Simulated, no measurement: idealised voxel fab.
The process module presented herein is designated voxel released beams.
Square cell edge 5 nm, section width 155 nm, ID cut.
We lay out every cross-section as a grid of square cells and spell it out in bands from the top down, where one band means one or more rows of cells. Heads up on the band format: heights come first, top then bottom, in nm. After that it's the materials left to right, each with its width in nm. A single material flagged "edge to edge" fills the whole band edge to edge, and "air" means there's empty space there. Ref level 0: as-received wafer is one material below here. Bottom band extends down with no lower bound ("z 0 and below"). Top row gets the first number, bottom row gets the second, and each row in between changes by the same step: that is how a band width like "30..40" works. Basically "nothing different" means that step didn't change any cell in the cross-section. Entry "Closed void register" = empty spaces >= 8 cells with no open way to the top; each as width x height at distance, distance from left edge, all nm. Whatever follows a step's settings on its line is a remark the simulator itself makes about that step. The line of a step may include "overlay nm". On a step with a mask, this value is how far to the right of its planned place the mask lay. A negative value means the mask lay to the left.

## The process steps that were planned are listed below
1 RECEIVE (material Si)
2 CONFORMAL_DEP (material SiN; thk nm 5)
3 DIRECTIONAL_DEP (material SiO2; thk nm 15)
4 MASKED_ETCH (tone open; mask id ANCHOR; width nm 35; etch materials SiO2; depth nm 15; overlay nm 0)
5 CONFORMAL_DEP (material W; thk nm 15)
6 DIRECTIONAL_DEP (material aC; thk nm 15)
7 PATTERN (tone cover; mask id BEAM; material resist; width nm 90; thk nm 30; overlay nm -15)
8 DIRECTIONAL_ETCH (etch materials aC; depth nm 15)
9 STRIP (etch materials resist)
10 DIRECTIONAL_ETCH (etch materials W; depth nm 15)
11 STRIP (etch materials aC)
12 STRIP (etch materials SiO2)
For this document, wafers share an identical start and vary in the step 7 overlay nm; the plan quotes the first wafer's value.

## Received wafers, first of several: cross-section after step 1
* z 0 and below  Si edge to edge
* Closed void register: none

## Heads up, this table goes wafer by wafer. A row tells you, at the end of the module, how many cells of each material that wafer has put on (+) or dropped (-) since it was received, and then its closed voids
overlay nm -15; +31 SiN; +72 W; Closed void register: none
overlay nm -10; +31 SiN; +72 W; Closed void register: none
overlay nm -5; +31 SiN; +72 W; Closed void register: none
overlay nm 0; +31 SiN; +72 W; Closed void register: none
overlay nm 5; +31 SiN; +72 W; Closed void register: none
overlay nm 10; +31 SiN; +72 W; Closed void register: none
overlay nm 15; +31 SiN; +72 W; Closed void register: none
